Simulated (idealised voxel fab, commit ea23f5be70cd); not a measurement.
A process module follows: voxel self aligned contacts.
cross-section cut | 230 nm wide | cells 5 nm
This document writes a cross-section as a grid whose cells are square, and gives it as bands, listed from the top down; one or more rows of cells form a band.
For a band, the entry starts with two heights in nm, that of the top and then that of the bottom, and carries on with the band's materials in order from left to right, each alongside its width in nm; the word "throughout" beside a single material means it fills the band edge to edge, and "air" means empty space.
Heights are measured from 0, the level below which the as-received wafer is all one material; the lowest band has no bottom and continues downward, written as in "0 -> down".
So if you see something like "30 to 40" for the width, read it as the top row of the band sitting at the first number and the bottom row at the second, with every row in between moving by the same amount as the last.
Take "no alterations made" at face value: in the step it is given for, the cross-section changed in none of its cells.
Any empty space of 8 cells or more lacking an open way to the top shows up in "Closed internal voids" as width x height at distance, distance from the left edge, in nm.
Anything after a step's settings on that line? It's the simulator's own note about the step.
A step's line can hold "overlay nm"; with a mask on that step, the setting says how far right of the planned place the mask lay, while a negative setting says it lay to the left.

**Listed below are the process steps as planned**
1) op RECEIVE | material Si
2) op OXIDIZE | depth nm 5
3) op DIRECTIONAL_DEP | material polySi | thk nm 30
4) op DIRECTIONAL_DEP | material SiN | thk nm 25
5) op PATTERN | tone cover | mask id GATE | material resist | width nm 30 | pitch nm 65 | thk nm 20 | overlay nm 0
6) op DIRECTIONAL_ETCH | etch materials SiN | depth nm 25
7) op DIRECTIONAL_ETCH | etch materials polySi | depth nm 30
8) op STRIP | etch materials resist
9) op CONFORMAL_DEP | material SiN | thk nm 10
10) op DIRECTIONAL_ETCH | etch materials SiN | depth nm 10
11) op FILL_DEP | material SiO2 | thk nm 20
12) op CMP | height nm 65
13) op DIRECTIONAL_DEP | material aC | thk nm 15
14) op PATTERN | tone open | mask id CONTACT | material resist | width nm 45 | pitch nm 65 | thk nm 35 | overlay nm 0
15) op DIRECTIONAL_ETCH | etch materials aC | depth nm 15
16) op STRIP | etch materials resist
17) op DIRECTIONAL_ETCH | etch materials SiO2 | depth nm 70
18) op STRIP | etch materials aC
19) op CONFORMAL_DEP | material TiN | thk nm 5
20) op FILL_DEP | material W | thk nm 10
21) op CMP | height nm 65
22) op CONFORMAL_DEP | material SiCN | thk nm 5

**Step 1 complete: cross-section of the wafer as received**
- 0 -> down | Si throughout
- Closed internal voids: none

**First of two wafers, end-of-module section, run followed plan**
- 70 -> 65 | SiCN throughout
- 65 -> 55 | 60 SiO2 / 5 to 20 TiN / 35 to 5 W / 5 to 20 TiN / 20 SiO2 / 5 to 20 TiN / 35 to 5 W / 5 to 20 TiN / 60 SiO2
- 55 -> 30 | 25 SiO2 / 50 SiN / 5 TiN / 5 W / 5 TiN / 50 SiN / 5 TiN / 5 W / 5 TiN / 50 SiN / 25 SiO2
- 30 -> 0 | 25 SiO2 / 10 SiN / 30 polySi / 10 SiN / 5 TiN / 5 W / 5 TiN / 10 SiN / 30 polySi / 10 SiN / 5 TiN / 5 W / 5 TiN / 10 SiN / 30 polySi / 10 SiN / 25 SiO2
- 0 -> -5 | 75 SiO2 / 15 TiN / 50 SiO2 / 15 TiN / 75 SiO2
- -5 -> down | Si throughout
- Closed internal voids: none

**Second wafer of the two, sectioned at the end of the module. It began like the first and followed the same plan, but one mistake was made while running it**
- 70 -> 65 | SiCN throughout
- 65 -> 55 | 60 SiO2 / 5 to 15 TiN / 35 to 5 W / 5 to 25 TiN / 20 SiO2 / 5 to 15 TiN / 35 to 5 W / 5 to 25 TiN / 60 SiO2
- 55 -> 30 | 20 SiO2 / 50 SiN / 5 TiN / 5 W / 5 TiN / 50 SiN / 5 TiN / 5 W / 5 TiN / 50 SiN / 30 SiO2
- 30 -> 0 | 20 SiO2 / 10 SiN / 30 polySi / 10 SiN / 5 TiN / 5 W / 5 TiN / 10 SiN / 30 polySi / 10 SiN / 5 TiN / 5 W / 5 TiN / 10 SiN / 30 polySi / 10 SiN / 30 SiO2
- 0 -> -5 | 70 SiO2 / 15 TiN / 50 SiO2 / 15 TiN / 80 SiO2
- -5 -> down | Si throughout
- Closed internal voids: none
what went wrong: off-plan run, step 5, actual operation and settings op PATTERN | tone cover | mask id GATE | material resist | width nm 30 | pitch nm 65 | thk nm 20 | overlay nm -5
At the end, the second wafer has the same number of cells of each material as the first, but those cells sit in other places.
